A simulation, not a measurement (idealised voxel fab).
process module | voxel quadruple lines
cross-section cut | 245 nm wide | cells 5 nm
A cross-section is a grid of square cells, given in bands from the top down. A band is one or more rows of cells.
Each band's line starts with the height of the band's top and of its bottom, in nm. Then come its materials from left to right, each with its width in nm. One material with "throughout" fills the band from edge to edge. "air" is empty space.
Height 0 is the level under which the wafer as received is all one material. The lowest band goes on downwards, as in "0 down".
A width such as "30 to 40" changes by the same amount from each row of cells to the next, from the band's top row to its bottom row.
"no change" after a step means that no cell of the cross-section changed.
closed voids: empty space of 8 cells or more with no open way to the top, each as width x height at its distance from the left edge, in nm
after a step's settings: what the simulator itself notes on the step
overlay nm, on a step with a mask: how far to the right of its planned place the mask lay; to the left if negative
plan
1 op RECEIVE | material Si
2 op CONFORMAL_DEP | material Al2O3 | thk nm 10
3 op DIRECTIONAL_DEP | material TiN | thk nm 10
4 op DIRECTIONAL_DEP | material polySi | thk nm 15
5 op DIRECTIONAL_DEP | material aC | thk nm 25
6 op PATTERN | tone cover | mask id MANDREL | material resist | width nm 25 | pitch nm 80 | thk nm 35 | overlay nm 0
7 op DIRECTIONAL_ETCH | etch materials aC | depth nm 25
8 op STRIP | etch materials resist
9 op CONFORMAL_DEP | material SiO2 | thk nm 15
10 op DIRECTIONAL_ETCH | etch materials SiO2 | depth nm 15
11 op STRIP | etch materials aC
12 op DIRECTIONAL_ETCH | etch materials polySi | depth nm 15
13 op STRIP | etch materials SiO2
14 op CONFORMAL_DEP | material SiN | thk nm 5
15 op DIRECTIONAL_ETCH | etch materials SiN | depth nm 5
16 op STRIP | etch materials polySi
17 op DIRECTIONAL_ETCH | etch materials TiN | depth nm 10
18 op STRIP | etch materials SiN
as received, after step 1
  0 down: Si throughout
  closed voids: none
first wafer at the end, as planned
  20 to 10: air 50 | TiN 5 | air 15 | TiN 5 | air 15 | TiN 5 | air 15 | TiN 5 | air 15 | TiN 5 | air 15 | TiN 5 | air 15 | TiN 5 | air 15 | TiN 5 | air 50
  10 to 0: Al2O3 throughout
  0 down: Si throughout
  closed voids: none
second wafer at the end: like start, like plan, one mistake
  10 to 0: air 50 | TiN 5 | air 15 | TiN 5 | air 15 | TiN 5 | air 15 | TiN 5 | air 15 | TiN 5 | air 15 | TiN 5 | air 15 | TiN 5 | air 15 | TiN 5 | air 50
  0 down: Si throughout
  closed voids: none
what went wrong: step 2 was left out
at the end the second wafer has, in cells: 98 fewer of Al2O3
